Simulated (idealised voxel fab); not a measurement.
voxel double patterning: a process module
It is cross-section cut that appears here, measuring 190 nm in width, its square cells being 5 nm in size.
Cross-section = grid of square cells, listed top down in bands; band = one or more rows.
The band entry comprises the height of the band's top followed by the height of its bottom, expressed in nm, and subsequently the band's materials from left to right, each stated together with its width in nm. Where a single material is marked with the word "all across", that material fills the band from edge to edge. The word "air" represents empty space.
A quick word on heights: they are counted from 0, and under that level the wafer as it came to us is one material throughout. The lowest band is different from the rest in having no bottom; it simply continues downward, written as in "0 down".
So if you see something like "30..40" for the width, read it as the top row of the band sitting at the first number and the bottom row at the second, with every row in between moving by the same amount as the last.
When a step is marked "nothing got changed", none of the cells in the cross-section changed during that step.
Closed-off voids of 8+ cells (no open route to the top) go in "Closed void list", written width x height at distance from the left edge, in nm.
Formally, on a step line, whatever follows the settings is a remark that the simulator itself makes on the step.
overlay nm: for a step with a mask, the amount by which the mask lay right of where it was planned; a negative amount means left of it.

Below is the list of planned process steps:
1. RECEIVE, material Si
2. CONFORMAL_DEP, material SiO2, thk nm 5
3. DIRECTIONAL_DEP, material TiN, thk nm 10
4. DIRECTIONAL_DEP, material SiN, thk nm 5
5. PATTERN, tone open, mask id FIRST, material resist, width nm 15, pitch nm 50, thk nm 20, overlay nm 0
6. DIRECTIONAL_ETCH, etch materials SiN, depth nm 5
7. STRIP, etch materials resist
8. DIRECTIONAL_DEP, material aC, thk nm 10
9. PATTERN, tone open, mask id SECOND, material resist, width nm 15, thk nm 25, overlay nm 0
10. DIRECTIONAL_ETCH, etch materials aC, depth nm 10
11. STRIP, etch materials resist
12. DIRECTIONAL_ETCH, etch materials SiN, depth nm 5
13. STRIP, etch materials aC
14. DIRECTIONAL_ETCH, etch materials TiN, depth nm 10
15. STRIP, etch materials SiN

As received (post step 1): cross-section:
- 0 down  Si all across
- Closed void list: none

Final cross-section, module run with one mistake (start and plan as above):
- 15 to 5  TiN (55), then air (25), then TiN (5), then air (15), then TiN (5), then air (25), then TiN (60)
- 5 to 0  SiO2 all across
- 0 down  Si all across
- Closed void list: none
Deviation from plan: note that step 5 departed from the planned setting and was carried out as PATTERN, tone open, mask id FIRST, material resist, width nm 25, pitch nm 50, thk nm 20, overlay nm 0
